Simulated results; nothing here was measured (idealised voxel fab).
Process module under the name voxel fin reveal
Square cells of 5 nm make up the cross-section cut, whose width is 160 nm.
Square cells in a grid make up a cross-section in this document, and the grid is given as bands, listed from the top down, each one or more rows of cells. Per band: top height and bottom height in nm, followed by the left-to-right materials and their widths in nm; "edge to edge" marks a single material spanning edge to edge, "air" marks empty space. Height reference: 0 = level under which incoming wafer is all one material. Lowest band: no bottom, runs on downward, e.g. "from 0 down". So if you see something like "30->40" for the width, read it as the top row of the band sitting at the first number and the bottom row at the second, with every row in between moving by the same amount as the last. Where a step carries "everything unchanged", the cross-section came out of it unchanged, cell for cell. Basically, "Closed void roster" tells you about the enclosed voids: empty spaces with no open way to the top, 8 cells or bigger, each written width x height at distance, where distance is from the left edge, all in nm. What comes after the settings on a step's line is commentary from the simulator itself on that step. A step's line can hold "overlay nm"; with a mask on that step, the setting says how far right of the planned place the mask lay, while a negative setting says it lay to the left.

[Set out below are the planned steps of the process]
1 RECEIVE with material Si
2 CONFORMAL_DEP with material SiN, thk nm 5
3 MASKED_ETCH with tone cover, mask id FINS, width nm 15, pitch nm 35, etch materials SiN, depth nm 5, overlay nm 0
4 MASKED_ETCH with tone cover, mask id FINS, width nm 15, pitch nm 35, etch materials Si, depth nm 30, overlay nm 0
5 FILL_DEP with material SiO2, thk nm 5
6 CMP with height nm 5
7 SELECTIVE_ETCH with etch materials SiO2, depth nm 20
8 STRIP with etch materials SiN

[The first of two wafers, run as planned]

[This is the cross-section of the wafer as we received it, i.e. after step 1]
  from 0 down: Si edge to edge
  Closed void roster: none

[Wafer after step 2 (cross-section)]
  from 5 to 0: SiN edge to edge
  Whatever lies below 0 is exactly as it was before.

[Wafer after step 3 (cross-section)]
  from 5 to 0: air: 20  SiN: 15  air: 20  SiN: 15  air: 20  SiN: 15  air: 20  SiN: 15  air: 20
  Whatever lies below 0 is exactly as it was before.

[Wafer after step 4 (cross-section)]
  from 5 to 0: air: 20  SiN: 15  air: 20  SiN: 15  air: 20  SiN: 15  air: 20  SiN: 15  air: 20
  from 0 to -30: air: 20  Si: 15  air: 20  Si: 15  air: 20  Si: 15  air: 20  Si: 15  air: 20
  Whatever lies below -30 is exactly as it was before.

[Wafer after step 5 (cross-section)]
  from 10 to 5: SiO2 edge to edge
  from 5 to 0: SiO2: 20  SiN: 15  SiO2: 20  SiN: 15  SiO2: 20  SiN: 15  SiO2: 20  SiN: 15  SiO2: 20
  from 0 to -30: SiO2: 20  Si: 15  SiO2: 20  Si: 15  SiO2: 20  Si: 15  SiO2: 20  Si: 15  SiO2: 20
  Whatever lies below -30 is exactly as it was before.

[Wafer after step 6 (cross-section)]
  from 5 to 0: SiO2: 20  SiN: 15  SiO2: 20  SiN: 15  SiO2: 20  SiN: 15  SiO2: 20  SiN: 15  SiO2: 20
  Whatever lies below 0 is exactly as it was before.

[Wafer after step 7 (cross-section)]
  from 5 to 0: air: 20  SiN: 15  air: 20  SiN: 15  air: 20  SiN: 15  air: 20  SiN: 15  air: 20
  from 0 to -15: air: 20  Si: 15  air: 20  Si: 15  air: 20  Si: 15  air: 20  Si: 15  air: 20
  Whatever lies below -15 is exactly as it was before.

[Wafer after step 8 (cross-section)]
  from 0 to -15: air: 20  Si: 15  air: 20  Si: 15  air: 20  Si: 15  air: 20  Si: 15  air: 20
  Whatever lies below -15 is exactly as it was before.

[Second wafer. Start and plan as for the first. One mistake made in running. Agrees with the first up to and including step 7]

[The second wafer in cross-section, at the planned close of step 8]
  from 5 to 0: air: 20  SiN: 15  air: 20  SiN: 15  air: 20  SiN: 15  air: 20  SiN: 15  air: 20
  from 0 to -30: air: 20  Si: 15  air: 20  Si: 15  air: 20  Si: 15  air: 20  Si: 15  air: 20
  Whatever lies below -30 is exactly as it was before.
Misprocessing identified: not per plan at step 8, really ran STRIP with etch materials SiO2
Count the cells at the end and the second wafer has more or fewer of some materials than the first: SiN +12, SiO2 -60
